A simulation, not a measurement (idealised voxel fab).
process module | voxel trench capacitor
cross-section cut | 275 nm wide | cells 5 nm
A cross-section is a grid of square cells, given in bands from the top down. A band is one or more rows of cells.
Each band's line starts with the height of the band's top and of its bottom, in nm. Then come its materials from left to right, each with its width in nm. One material with "throughout" fills the band from edge to edge. "air" is empty space.
Height 0 is the level under which the wafer as received is all one material. The lowest band goes on downwards, as in "0 down".
A width such as "30 to 40" changes by the same amount from each row of cells to the next, from the band's top row to its bottom row.
"no change" after a step means that no cell of the cross-section changed.
closed voids: empty space of 8 cells or more with no open way to the top, each as width x height at its distance from the left edge, in nm
after a step's settings: what the simulator itself notes on the step
overlay nm, on a step with a mask: how far to the right of its planned place the mask lay; to the left if negative
plan
1 op RECEIVE | material Si
2 op CONFORMAL_DEP | material SiN | thk nm 5
3 op MASKED_ETCH | tone open | mask id TRENCH | width nm 20 | pitch nm 35 | etch materials SiN | depth nm 5 | overlay nm 0
4 op MASKED_ETCH | tone open | mask id TRENCH | width nm 20 | pitch nm 35 | etch materials Si | depth nm 40 | overlay nm 0
5 op CONFORMAL_DEP | material Al2O3 | thk nm 5
6 op FILL_DEP | material polySi | thk nm 5
7 op CMP | height nm 5
first wafer, as planned
as received, after step 1
  0 down: Si throughout
  closed voids: none
after step 2
  5 to 0: SiN throughout
  below 0: unchanged
after step 3
  5 to 0: SiN 75 | air 20 | SiN 15 | air 20 | SiN 15 | air 20 | SiN 15 | air 20 | SiN 75
  below 0: unchanged
after step 4
  5 to 0: SiN 75 | air 20 | SiN 15 | air 20 | SiN 15 | air 20 | SiN 15 | air 20 | SiN 75
  0 to -40: Si 75 | air 20 | Si 15 | air 20 | Si 15 | air 20 | Si 15 | air 20 | Si 75
  below -40: unchanged
after step 5
  10 to 5: Al2O3 80 | air 10 | Al2O3 25 | air 10 | Al2O3 25 | air 10 | Al2O3 25 | air 10 | Al2O3 80
  5 to 0: SiN 75 | Al2O3 5 | air 10 | Al2O3 5 | SiN 15 | Al2O3 5 | air 10 | Al2O3 5 | SiN 15 | Al2O3 5 | air 10 | Al2O3 5 | SiN 15 | Al2O3 5 | air 10 | Al2O3 5 | SiN 75
  0 to -35: Si 75 | Al2O3 5 | air 10 | Al2O3 5 | Si 15 | Al2O3 5 | air 10 | Al2O3 5 | Si 15 | Al2O3 5 | air 10 | Al2O3 5 | Si 15 | Al2O3 5 | air 10 | Al2O3 5 | Si 75
  -35 to -40: Si 75 | Al2O3 20 | Si 15 | Al2O3 20 | Si 15 | Al2O3 20 | Si 15 | Al2O3 20 | Si 75
  below -40: unchanged
after step 6
  15 to 10: polySi throughout
  10 to 5: Al2O3 80 | polySi 10 | Al2O3 25 | polySi 10 | Al2O3 25 | polySi 10 | Al2O3 25 | polySi 10 | Al2O3 80
  5 to 0: SiN 75 | Al2O3 5 | polySi 10 | Al2O3 5 | SiN 15 | Al2O3 5 | polySi 10 | Al2O3 5 | SiN 15 | Al2O3 5 | polySi 10 | Al2O3 5 | SiN 15 | Al2O3 5 | polySi 10 | Al2O3 5 | SiN 75
  0 to -35: Si 75 | Al2O3 5 | polySi 10 | Al2O3 5 | Si 15 | Al2O3 5 | polySi 10 | Al2O3 5 | Si 15 | Al2O3 5 | polySi 10 | Al2O3 5 | Si 15 | Al2O3 5 | polySi 10 | Al2O3 5 | Si 75
  below -35: unchanged
after step 7
  5 to 0: SiN 75 | Al2O3 5 | polySi 10 | Al2O3 5 | SiN 15 | Al2O3 5 | polySi 10 | Al2O3 5 | SiN 15 | Al2O3 5 | polySi 10 | Al2O3 5 | SiN 15 | Al2O3 5 | polySi 10 | Al2O3 5 | SiN 75
  below 0: unchanged
second wafer: like start, like plan, one mistake. Through step 2 it matches the first wafer
when step 3 should have ended
  5 to 0: SiN 80 | air 15 | SiN 20 | air 15 | SiN 20 | air 15 | SiN 20 | air 15 | SiN 75
  below 0: unchanged
when step 4 should have ended
  5 to 0: SiN 80 | air 15 | SiN 20 | air 15 | SiN 20 | air 15 | SiN 20 | air 15 | SiN 75
  0 to -40: Si 80 | air 15 | Si 20 | air 15 | Si 20 | air 15 | Si 20 | air 15 | Si 75
  below -40: unchanged
when step 5 should have ended
  10 to 5: Al2O3 85 | air 5 | Al2O3 30 | air 5 | Al2O3 30 | air 5 | Al2O3 30 | air 5 | Al2O3 80
  5 to 0: SiN 80 | Al2O3 5 | air 5 | Al2O3 5 | SiN 20 | Al2O3 5 | air 5 | Al2O3 5 | SiN 20 | Al2O3 5 | air 5 | Al2O3 5 | SiN 20 | Al2O3 5 | air 5 | Al2O3 5 | SiN 75
  0 to -35: Si 80 | Al2O3 5 | air 5 | Al2O3 5 | Si 20 | Al2O3 5 | air 5 | Al2O3 5 | Si 20 | Al2O3 5 | air 5 | Al2O3 5 | Si 20 | Al2O3 5 | air 5 | Al2O3 5 | Si 75
  -35 to -40: Si 80 | Al2O3 15 | Si 20 | Al2O3 15 | Si 20 | Al2O3 15 | Si 20 | Al2O3 15 | Si 75
  below -40: unchanged
when step 6 should have ended
  15 to 10: polySi throughout
  10 to 5: Al2O3 85 | polySi 5 | Al2O3 30 | polySi 5 | Al2O3 30 | polySi 5 | Al2O3 30 | polySi 5 | Al2O3 80
  5 to 0: SiN 80 | Al2O3 5 | polySi 5 | Al2O3 5 | SiN 20 | Al2O3 5 | polySi 5 | Al2O3 5 | SiN 20 | Al2O3 5 | polySi 5 | Al2O3 5 | SiN 20 | Al2O3 5 | polySi 5 | Al2O3 5 | SiN 75
  0 to -35: Si 80 | Al2O3 5 | polySi 5 | Al2O3 5 | Si 20 | Al2O3 5 | polySi 5 | Al2O3 5 | Si 20 | Al2O3 5 | polySi 5 | Al2O3 5 | Si 20 | Al2O3 5 | polySi 5 | Al2O3 5 | Si 75
  below -35: unchanged
when step 7 should have ended
  5 to 0: SiN 80 | Al2O3 5 | polySi 5 | Al2O3 5 | SiN 20 | Al2O3 5 | polySi 5 | Al2O3 5 | SiN 20 | Al2O3 5 | polySi 5 | Al2O3 5 | SiN 20 | Al2O3 5 | polySi 5 | Al2O3 5 | SiN 75
  below 0: unchanged
what went wrong: step 3 ran as: op MASKED_ETCH | tone open | mask id TRENCH | width nm 15 | pitch nm 35 | etch materials SiN | depth nm 5 | overlay nm 0
at the end the second wafer has, in cells: 4 fewer of Al2O3 | 32 more of Si | 4 more of SiN | 32 fewer of polySi
